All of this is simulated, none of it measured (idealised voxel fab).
Presented below is a process module, voxel tone inversion.
Cross-section cut: width 220 nm, square cells of 5 nm.
The cross-sections in this document take the form of a grid made of square cells. They are written out as bands, in order from top to bottom. Each band consists of one or more rows of cells. Look at the band entry: it leads with the top's height and the bottom's height in nm. Then it lists the materials left to right, with a width in nm for each. The word "edge to edge" on a single material says that material fills the band edge to edge. The word "blank" is empty space. Height 0 is the level under which the wafer as received is all one material. The lowest band goes on downwards, as in "0..down". A width given as "30->40" starts at the first number in the band's top row and ends at the second number in its bottom row, shifting by an equal amount at every step from row to row. A step reported as "no alteration" is a step in which no cell of the cross-section changed. The entry titled "Closed void listing" provides the empty spaces that have no open way to the top, restricted to those of 8 cells or more. Each is presented as width x height at distance, the distance being measured from the left edge, with all three in nm. The remark found on a step's line after its settings is issued by the simulator itself and pertains to that step. If you see "overlay nm" on a step's line and that step has a mask, it's telling you how far right of where it was planned the mask ended up; a negative number means it went left instead.
### Planned step list for the process
1,RECEIVE (material Si)
2,CONFORMAL_DEP (material SiN; thk nm 5)
3,DIRECTIONAL_DEP (material polySi; thk nm 15)
4,PATTERN (tone cover; mask id POSTS; material resist; width nm 20; pitch nm 40; thk nm 25; overlay nm 0)
5,DIRECTIONAL_ETCH (etch materials polySi; depth nm 15)
6,STRIP (etch materials resist)
7,FILL_DEP (material lowk; thk nm 10)
8,CMP (height nm 20)
9,STRIP (etch materials polySi)
### Wafer at receipt (post step 1), cross-section
* 0..down: Si edge to edge
* Closed void listing: none
### Cross-section: first of two wafers, module finished, run according to plan
* 20..5: 60 of lowk; 20 of blank; 20 of lowk; 20 of blank; 20 of lowk; 20 of blank; 60 of lowk
* 5..0: SiN edge to edge
* 0..down: Si edge to edge
* Closed void listing: none
### Here's the second of our two wafers sectioned at module end. Same start as the first, same plan, but one mistake got made running it
* 10..5: 60 of lowk; 20 of blank; 20 of lowk; 20 of blank; 20 of lowk; 20 of blank; 60 of lowk
* 5..0: SiN edge to edge
* 0..down: Si edge to edge
* Closed void listing: none
What broke from the plan during processing? step 8 off recipe, ran as CMP (height nm 10)
At the finish, the second wafer shows more or fewer cells for some materials than the first does: lowk -64
